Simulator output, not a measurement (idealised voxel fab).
Process module name: voxel wiring stack
The figure presents cross-section cut, which has a width of 170 nm and is divided into square cells with an edge length of 5 nm.
Cross-sections here: square-cell grids, written as top-down lists of bands, a band being one or more rows of cells. Read a band's entry like this: the first values are the height of its top and the height of its bottom in nm, and what follows is the sequence of materials from left to right, each with its width in nm. Note that "empty" is empty space, and that a single material marked "full width" reaches across the band from edge to edge. Height reference: 0 = level under which incoming wafer is all one material. Lowest band: no bottom, runs on downward, e.g. "0..down". With a width like "30 to 40", each row of cells in the band differs from the next by the same amount, the top row carrying the first number and the bottom row the second. What does "no change occurred" mean for a step? It means no cell of the cross-section changed in that step. The entry titled "Unvented internal voids" provides the empty spaces that have no open way to the top, restricted to those of 8 cells or more. Each is presented as width x height at distance, the distance being measured from the left edge, with all three in nm. On each step's line, the part that comes after the settings is the simulator's own comment on the step. If you see "overlay nm" on a step's line and that step has a mask, it's telling you how far right of where it was planned the mask ended up; a negative number means it went left instead.
[Here's what the planned process steps look like]
step 1: RECEIVE [material Si]
step 2: CONFORMAL_DEP [material SiO2] [thk nm 10]
step 3: DIRECTIONAL_DEP [material TiN] [thk nm 5]
step 4: DIRECTIONAL_DEP [material Ru] [thk nm 25]
step 5: PATTERN [tone cover] [mask id METAL_1] [material resist] [width nm 20] [pitch nm 45] [thk nm 20] [overlay nm 0]
step 6: DIRECTIONAL_ETCH [etch materials Ru] [depth nm 25]
step 7: DIRECTIONAL_ETCH [etch materials TiN] [depth nm 5]
step 8: STRIP [etch materials resist]
step 9: CONFORMAL_DEP [material SiN] [thk nm 5]
step 10: FILL_DEP [material lowk] [thk nm 10]
step 11: CMP [height nm 40]
step 12: CONFORMAL_DEP [material SiCN] [thk nm 5]
step 13: DIRECTIONAL_DEP [material SiO2] [thk nm 10]
step 14: DIRECTIONAL_DEP [material aC] [thk nm 10]
step 15: PATTERN [tone open] [mask id PLUG_1] [material resist] [width nm 15] [pitch nm 45] [thk nm 30] [overlay nm 0]
step 16: DIRECTIONAL_ETCH [etch materials aC] [depth nm 10]
step 17: STRIP [etch materials resist]
step 18: DIRECTIONAL_ETCH [etch materials SiO2] [depth nm 10]
step 19: DIRECTIONAL_ETCH [etch materials SiCN] [depth nm 5]
step 20: STRIP [etch materials aC]
step 21: CONFORMAL_DEP [material TiN] [thk nm 5]
step 22: FILL_DEP [material Cu] [thk nm 5]
step 23: CMP [height nm 55]
step 24: DIRECTIONAL_DEP [material TiN] [thk nm 5]
step 25: DIRECTIONAL_DEP [material Ru] [thk nm 20]
step 26: PATTERN [tone cover] [mask id METAL_2] [material resist] [width nm 20] [pitch nm 45] [thk nm 15] [overlay nm 0]
step 27: DIRECTIONAL_ETCH [etch materials Ru] [depth nm 20]
step 28: DIRECTIONAL_ETCH [etch materials TiN] [depth nm 5]
step 29: STRIP [etch materials resist]
step 30: FILL_DEP [material lowk] [thk nm 5]
step 31: CMP [height nm 80]
step 32: CONFORMAL_DEP [material SiCN] [thk nm 5]
[Incoming wafer, cross-sectional view, post step 1]
0..down = Si full width
Unvented internal voids: none
[Sectioned view, first of two wafers, at the close of the module, processed as intended in the plan]
85..80 = SiCN full width
80..60 = lowk (50) / Ru (20) / lowk (25) / Ru (20) / lowk (55)
60..55 = lowk (50) / TiN (20) / lowk (25) / TiN (20) / lowk (55)
55..45 = SiO2 (50) / TiN (5) / Cu (5) / TiN (5) / SiO2 (30) / TiN (5) / Cu (5) / TiN (5) / SiO2 (60)
45..40 = SiCN (50) / TiN (15) / SiCN (30) / TiN (15) / SiCN (60)
40..15 = lowk (45) / SiN (5) / Ru (20) / SiN (5) / lowk (15) / SiN (5) / Ru (20) / SiN (5) / lowk (50)
15..10 = SiN (50) / TiN (20) / SiN (25) / TiN (20) / SiN (55)
10..0 = SiO2 full width
0..down = Si full width
Unvented internal voids: none
[End of module, second wafer, cross-section. Started like the first, planned like the first, run with one mistake]
85..80 = SiCN full width
80..60 = lowk (50) / Ru (20) / lowk (25) / Ru (20) / lowk (55)
60..55 = lowk (50) / TiN (20) / lowk (25) / TiN (20) / lowk (55)
55..50 = SiO2 (50) / TiN (5) / Cu (5) / TiN (5) / SiO2 (30) / TiN (5) / Cu (5) / TiN (5) / SiO2 (60)
50..45 = SiO2 (50) / TiN (15) / SiO2 (30) / TiN (15) / SiO2 (60)
45..40 = SiO2 full width
40..15 = lowk (45) / SiN (5) / Ru (20) / SiN (5) / lowk (15) / SiN (5) / Ru (20) / SiN (5) / lowk (50)
15..10 = SiN (50) / TiN (20) / SiN (25) / TiN (20) / SiN (55)
10..0 = SiO2 full width
0..down = Si full width
Unvented internal voids: none
Which mistake was made when the wafer was run? step 12 deviated from plan and actually ran as CONFORMAL_DEP [material SiO2] [thk nm 5]
The second wafer ends with more or fewer cells of some materials than the first, per final count: 2 fewer of Cu | 28 fewer of SiCN | 34 more of SiO2 | 4 fewer of TiN
